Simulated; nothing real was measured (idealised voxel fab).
The following is a process module called voxel released beams.
Pictured: cross-section cut, 140 nm wide, on a grid of 5 nm square cells.
Each cross-section below is a grid of square cells, stated as bands in top-down order, with one or more rows of cells making up each band.
Read a band's entry like this: the first values are the height of its top and the height of its bottom in nm, and what follows is the sequence of materials from left to right, each with its width in nm. Note that "empty" is empty space, and that a single material marked "everywhere" reaches across the band from edge to edge.
For the purposes of this specification, 0 denotes the height below which the wafer in its as-received condition is composed wholly of one material, and the lowermost band, lacking a lower limit, extends downward without end, as expressed in "0 down".
Top row gets the first number, bottom row gets the second, and each row in between changes by the same step: that is how a band width like "30 to 40" works.
A step reported as "all unchanged" is a step in which no cell of the cross-section changed.
For the entry "Internal closed voids", the listed items are empty spaces with no open way to the top whose size is 8 cells or more; each item follows the pattern width x height at distance, where distance is from the left edge and all three are in nm.
Read whatever lies past the settings on a step's line as the simulator's own remark about the step.
Among the settings permitted on a step's line is "overlay nm"; applied to a step with a mask, it specifies the extent to which the mask lay to the right of its planned position, whereas a negative figure signifies a position to the left.

### Below is the list of planned process steps
| 1 | RECEIVE with material Si |
| 2 | CONFORMAL_DEP with material SiN, thk nm 10 |
| 3 | DIRECTIONAL_DEP with material SiO2, thk nm 10 |
| 4 | MASKED_ETCH with tone open, mask id ANCHOR, width nm 35, etch materials SiO2, depth nm 10, overlay nm 0 |
| 5 | CONFORMAL_DEP with material polySi, thk nm 15 |
| 6 | DIRECTIONAL_DEP with material aC, thk nm 15 |
| 7 | PATTERN with tone cover, mask id BEAM, material resist, width nm 80, thk nm 35, overlay nm 0 |
| 8 | DIRECTIONAL_ETCH with etch materials aC, depth nm 15 |
| 9 | STRIP with etch materials resist |
| 10 | DIRECTIONAL_ETCH with etch materials polySi, depth nm 15 |
| 11 | STRIP with etch materials aC |
| 12 | STRIP with etch materials SiO2 |

### as received, after step 1
* 0 down | Si everywhere
* Internal closed voids: none

### The following cross-section depicts the wafer upon conclusion of the module. Processing commenced from the starting condition illustrated above and adhered to the plan illustrated above, save for one mistake in execution
* 35 to 20 | empty 25 nm, polySi 80 nm, empty 35 nm
* 20 to 10 | SiN everywhere
* 10 to 0 | SiO2 everywhere
* 0 down | Si everywhere
* Internal closed voids: none
Want to know what went wrong? steps 2 and 3 traded places in the executed sequence
